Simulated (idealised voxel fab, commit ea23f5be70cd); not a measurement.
process module | voxel tone inversion
cross-section cut | 245 nm wide | cells 5 nm
A cross-section is a grid of square cells, given in bands from the top down. A band is one or more rows of cells.
Each band's line starts with the height of the band's top and of its bottom, in nm. Then come its materials from left to right, each with its width in nm. One material with "throughout" fills the band from edge to edge. "air" is empty space.
Height 0 is the level under which the wafer as received is all one material. The lowest band goes on downwards, as in "0 down".
A width such as "30 to 40" changes by the same amount from each row of cells to the next, from the band's top row to its bottom row.
"no change" after a step means that no cell of the cross-section changed.
closed voids: empty space of 8 cells or more with no open way to the top, each as width x height at its distance from the left edge, in nm
after a step's settings: what the simulator itself notes on the step
overlay nm, on a step with a mask: how far to the right of its planned place the mask lay; to the left if negative
plan
1 op RECEIVE | material Si
2 op CONFORMAL_DEP | material SiN | thk nm 10
3 op DIRECTIONAL_DEP | material polySi | thk nm 15
4 op PATTERN | tone cover | mask id POSTS | material resist | width nm 20 | pitch nm 45 | thk nm 20 | overlay nm 0
5 op DIRECTIONAL_ETCH | etch materials polySi | depth nm 15
6 op STRIP | etch materials resist
7 op FILL_DEP | material SiO2 | thk nm 10
8 op CMP | height nm 25
9 op STRIP | etch materials polySi
10 op CONFORMAL_DEP | material TiN | thk nm 5
11 op FILL_DEP | material Cu | thk nm 5
12 op CMP | height nm 25
13 op CONFORMAL_DEP | material SiCN | thk nm 5
as received, after step 1
  0 down: Si throughout
  closed voids: none
a wafer at the end: this start, this plan, one mistake
  30 to 25: SiCN throughout
  25 to 20: TiN 70 | Cu 10 | TiN 35 | Cu 10 | TiN 35 | Cu 10 | TiN 75
  20 to 15: SiO2 65 | TiN 5 | Cu 10 | TiN 5 | SiO2 25 | TiN 5 | Cu 10 | TiN 5 | SiO2 25 | TiN 5 | Cu 10 | TiN 5 | SiO2 70
  15 to 10: SiO2 65 | TiN 20 | SiO2 25 | TiN 20 | SiO2 25 | TiN 20 | SiO2 70
  10 to 0: SiN throughout
  0 down: Si throughout
  closed voids: none
what went wrong: step 8 ran as: op CMP | height nm 20
